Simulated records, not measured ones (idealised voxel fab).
The process module that follows is named voxel transistor to metal.
Cross-sectional view cut (width: 200 nm; square cell size: 5 nm).
Square cells in a grid make up a cross-section in this document, and the grid is given as bands, listed from the top down, each one or more rows of cells. Look at the band entry: it leads with the top's height and the bottom's height in nm. Then it lists the materials left to right, with a width in nm for each. The word "full width" on a single material says that material fills the band edge to edge. The word "air" is empty space. Height is counted from the level 0, under which the received wafer is composed throughout of one material. The lowest of the bands is not closed at the bottom but continues downward, in the notation "0 down". A width given as "30->40" starts at the first number in the band's top row and ends at the second number in its bottom row, shifting by an equal amount at every step from row to row. Key: "nothing was modified" - step with no changed cell in the cross-section. If an empty space has no open way to the top and is at least 8 cells in size, "Unvented cavities" lists it, written width x height at distance, where distance is measured from the left edge and every value is in nm. Post-settings text on a step line: simulator's own remark regarding the step. What "overlay nm" on a step's line means: if the step has a mask, that mask lay this far to the right of its planned place, or, when the value is negative, to the left.

List of planned process steps:
step 1: RECEIVE [material Si]
step 2: CONFORMAL_DEP [material SiO2] [thk nm 5]
step 3: CONFORMAL_DEP [material SiN] [thk nm 15]
step 4: MASKED_ETCH [tone cover] [mask id ACTIVE] [width nm 115] [etch materials SiN] [depth nm 15] [overlay nm 0]
step 5: MASKED_ETCH [tone cover] [mask id ACTIVE] [width nm 115] [etch materials SiO2] [depth nm 5] [overlay nm 0]
step 6: MASKED_ETCH [tone cover] [mask id ACTIVE] [width nm 115] [etch materials Si] [depth nm 20] [overlay nm 0]
step 7: FILL_DEP [material SiO2] [thk nm 15]
step 8: CMP [height nm 20]
step 9: SELECTIVE_ETCH [etch materials SiO2] [depth nm 10]
step 10: STRIP [etch materials SiN]
step 11: SELECTIVE_ETCH [etch materials SiO2] [depth nm 5]
step 12: OXIDIZE [depth nm 5]
step 13: DIRECTIONAL_DEP [material polySi] [thk nm 25]
step 14: DIRECTIONAL_DEP [material SiCN] [thk nm 10]
step 15: MASKED_ETCH [tone cover] [mask id GATE] [width nm 25] [etch materials SiCN] [depth nm 20] [overlay nm 0]
step 16: MASKED_ETCH [tone cover] [mask id GATE] [width nm 25] [etch materials polySi] [depth nm 35] [overlay nm 0]
step 17: CONFORMAL_DEP [material SiN] [thk nm 10]
step 18: DIRECTIONAL_ETCH [etch materials SiN] [depth nm 10]
step 19: DIRECTIONAL_ETCH [etch materials SiO2] [depth nm 5]
step 20: EPI [material SiGe] [thk nm 5]
step 21: FILL_DEP [material SiO2] [thk nm 5]
step 22: CMP [height nm 35]
step 23: DIRECTIONAL_DEP [material SiO2] [thk nm 10]
step 24: PATTERN [tone open] [mask id CONTACT] [material resist] [width nm 20] [pitch nm 85] [thk nm 15] [overlay nm 0]
step 25: DIRECTIONAL_ETCH [etch materials SiO2] [depth nm 45]
step 26: STRIP [etch materials resist]
step 27: CONFORMAL_DEP [material TiN] [thk nm 5]
step 28: FILL_DEP [material W] [thk nm 10]
step 29: CMP [height nm 45]
step 30: DIRECTIONAL_DEP [material TiN] [thk nm 5]
step 31: DIRECTIONAL_DEP [material Ru] [thk nm 20]
step 32: DIRECTIONAL_DEP [material aC] [thk nm 10]
step 33: PATTERN [tone cover] [mask id METAL_1] [material resist] [width nm 20] [pitch nm 85] [thk nm 25] [overlay nm 0]
step 34: DIRECTIONAL_ETCH [etch materials aC] [depth nm 10]
step 35: STRIP [etch materials resist]
step 36: DIRECTIONAL_ETCH [etch materials Ru] [depth nm 20]
step 37: DIRECTIONAL_ETCH [etch materials TiN] [depth nm 5]
step 38: STRIP [etch materials aC]
step 39: CONFORMAL_DEP [material SiN] [thk nm 5]
step 40: FILL_DEP [material SiO2] [thk nm 5]
step 41: CMP [height nm 70]
step 42: CONFORMAL_DEP [material SiCN] [thk nm 5]

as received, after step 1:
0 down: Si full width
Unvented cavities: none

End-of-module cross-section of the first of two wafers, processed as planned:
75 to 70: SiCN full width
70 to 50: 40 SiO2; 5 SiN; 20 Ru; 5 SiN; 55 SiO2; 5 SiN; 20 Ru; 5 SiN; 45 SiO2
50 to 45: 45 SiN; 20 TiN; 65 SiN; 20 TiN; 50 SiN
45 to 35: 45 SiO2; 5 TiN; 10 W; 5 TiN; 65 SiO2; 5 TiN; 10 W; 5 TiN; 50 SiO2
35 to 25: 45 SiO2; 5 TiN; 10 W; 5 TiN; 10 SiO2; 10 SiN; 25 SiCN; 10 SiN; 10 SiO2; 5 TiN; 10 W; 5 TiN; 50 SiO2
25 to 5: 45 SiO2; 5 TiN; 10 W; 5 TiN; 10 SiO2; 10 SiN; 25 polySi; 10 SiN; 10 SiO2; 5 TiN; 10 W; 5 TiN; 50 SiO2
5 to 0: 35 SiO2; 10 SiN; 20 TiN; 10 SiO2; 10 SiN; 25 polySi; 10 SiN; 10 SiO2; 20 TiN; 10 SiN; 40 SiO2
0 to -5: 45 SiO2; 30 SiGe; 45 SiO2; 30 SiGe; 50 SiO2
-5 to -20: 40 SiO2; 115 Si; 45 SiO2
-20 down: Si full width
Unvented cavities: none

Cross-section of the latter of the two wafers at module completion. It had an identical start and an identical plan to the former; in running it, one mistake was made:
75 to 70: SiCN full width
70 to 50: 50 SiO2; 5 SiN; 20 Ru; 5 SiN; 55 SiO2; 5 SiN; 20 Ru; 5 SiN; 35 SiO2
50 to 45: 55 SiN; 20 TiN; 65 SiN; 20 TiN; 40 SiN
45 to 35: 45 SiO2; 5 TiN; 10 W; 5 TiN; 65 SiO2; 5 TiN; 10 W; 5 TiN; 50 SiO2
35 to 25: 45 SiO2; 5 TiN; 10 W; 5 TiN; 10 SiO2; 10 SiN; 25 SiCN; 10 SiN; 10 SiO2; 5 TiN; 10 W; 5 TiN; 50 SiO2
25 to 5: 45 SiO2; 5 TiN; 10 W; 5 TiN; 10 SiO2; 10 SiN; 25 polySi; 10 SiN; 10 SiO2; 5 TiN; 10 W; 5 TiN; 50 SiO2
5 to 0: 35 SiO2; 10 SiN; 20 TiN; 10 SiO2; 10 SiN; 25 polySi; 10 SiN; 10 SiO2; 20 TiN; 10 SiN; 40 SiO2
0 to -5: 45 SiO2; 30 SiGe; 45 SiO2; 30 SiGe; 50 SiO2
-5 to -20: 40 SiO2; 115 Si; 45 SiO2
-20 down: Si full width
Unvented cavities: none
what went wrong: step 33 changed vs plan, executed as PATTERN [tone cover] [mask id METAL_1] [material resist] [width nm 20] [pitch nm 85] [thk nm 25] [overlay nm 10]
at the end the second wafer has, in cells: as many of each material as the first, in other places
